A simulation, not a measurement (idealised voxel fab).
This is a process module. Its name is voxel capacitor over wiring.
Displayed cross-section: cut, width of 245 nm, square cells sized 5 nm.
For the purposes of this document, a cross-section shall be understood as a grid of square cells, specified as bands listed in top-to-bottom order, each band consisting of one or more rows of cells.
For a band, the entry starts with two heights in nm, that of the top and then that of the bottom, and carries on with the band's materials in order from left to right, each alongside its width in nm; the word "everywhere" beside a single material means it fills the band edge to edge, and "air" means empty space.
Height reference: 0 = level under which incoming wafer is all one material. Lowest band: no bottom, runs on downward, e.g. "0..down".
The two numbers in a width such as "30..40" mark its ends across the band: the first belongs to the top row of cells, the second to the bottom row, and from each row to the next the width moves by the same amount.
"changes: none" after a step means that no cell of the cross-section changed.
Look at "Fully sealed voids" for the closed voids: empty spaces with no open path to the top, sized 8 cells or up. Each is width x height at distance, distance from the left edge, all nm.
Note: text after step settings on the step line = simulator remark on that step.
overlay nm, on a step with a mask: how far to the right of its planned place the mask lay; to the left if negative
LIST OF PLANNED PROCESS STEPS
1,RECEIVE: material Si
2,CONFORMAL_DEP: material SiO2, thk nm 15
3,CONFORMAL_DEP: material SiCN, thk nm 5
4,DIRECTIONAL_DEP: material lowk, thk nm 25
5,DIRECTIONAL_DEP: material aC, thk nm 15
6,PATTERN: tone open, mask id METAL_1, material resist, width nm 20, pitch nm 90, thk nm 35, overlay nm 0
7,DIRECTIONAL_ETCH: etch materials aC, depth nm 15
8,STRIP: etch materials resist
9,DIRECTIONAL_ETCH: etch materials lowk, depth nm 25
10,DIRECTIONAL_ETCH: etch materials SiCN, depth nm 5
11,STRIP: etch materials aC
12,CONFORMAL_DEP: material TiN, thk nm 5
13,FILL_DEP: material Cu, thk nm 5
14,CMP: height nm 45
15,EPI: material Ru, thk nm 5
16,FILL_DEP: material SiCN, thk nm 5
17,DIRECTIONAL_DEP: material SiO2, thk nm 20
18,PATTERN: tone open, mask id PLUG_1, material resist, width nm 15, thk nm 20, overlay nm 0
19,DIRECTIONAL_ETCH: etch materials SiO2, depth nm 20
20,DIRECTIONAL_ETCH: etch materials SiCN, depth nm 5
21,STRIP: etch materials resist
22,EPI: material Ru, thk nm 10
23,EPI: material Ru, thk nm 10
24,EPI: material Ru, thk nm 5
25,DIRECTIONAL_DEP: material TiN, thk nm 5
26,DIRECTIONAL_DEP: material Al2O3, thk nm 5
27,DIRECTIONAL_DEP: material TiN, thk nm 5
28,MASKED_ETCH: tone cover, mask id UPPER_PLATE, width nm 75, etch materials TiN, depth nm 5, overlay nm 0
29,MASKED_ETCH: tone cover, mask id UPPER_PLATE, width nm 75, etch materials Al2O3, depth nm 5, overlay nm 0
30,DIRECTIONAL_DEP: material aC, thk nm 15
31,PATTERN: tone cover, mask id LOWER_PLATE, material resist, width nm 85, thk nm 30, overlay nm 0
32,DIRECTIONAL_ETCH: etch materials aC, depth nm 15
33,STRIP: etch materials resist
34,DIRECTIONAL_ETCH: etch materials TiN, depth nm 5
35,STRIP: etch materials aC
36,FILL_DEP: material SiO2, thk nm 20
37,CMP: height nm 105
38,DIRECTIONAL_DEP: material aC, thk nm 15
39,PATTERN: tone open, mask id PLUG_2, material resist, width nm 15, thk nm 35, overlay nm 0
40,DIRECTIONAL_ETCH: etch materials aC, depth nm 15
41,STRIP: etch materials resist
42,DIRECTIONAL_ETCH: etch materials SiO2, depth nm 15
43,STRIP: etch materials aC
44,CONFORMAL_DEP: material TiN, thk nm 5
45,FILL_DEP: material Cu, thk nm 10
46,CMP: height nm 105
47,CONFORMAL_DEP: material SiN, thk nm 5
Among the wafers covered here, the point of difference is the thk nm at step 27; their starting state is shared, and the plan presents the value of the first wafer.
INCOMING STATE OF THE FIRST OF SEVERAL WAFERS IN CROSS-SECTION: AFTER STEP 1
  0..down | Si everywhere
  Fully sealed voids: none
WHERE EACH WAFER STANDS AT THE END OF THE MODULE, A ROW APIECE: CELLS OF EACH MATERIAL GAINED (+) OR LOST (-) SINCE IT WAS RECEIVED, THEN CLOSED VOIDS
thk nm 5; +15 Al2O3; +22 Cu; +27 Ru; +124 SiCN; +49 SiN; +569 SiO2; +67 TiN; +205 lowk; Fully sealed voids: none
thk nm 10; +49 Al2O3; +21 Cu; +27 Ru; +124 SiCN; +49 SiN; +489 SiO2; +114 TiN; +205 lowk; Fully sealed voids: none
thk nm 15; +49 Al2O3; +20 Cu; +27 Ru; +124 SiCN; +49 SiN; +443 SiO2; +161 TiN; +205 lowk; Fully sealed voids: none
thk nm 20; +49 Al2O3; +20 Cu; +27 Ru; +124 SiCN; +49 SiN; +397 SiO2; +207 TiN; +205 lowk; Fully sealed voids: none
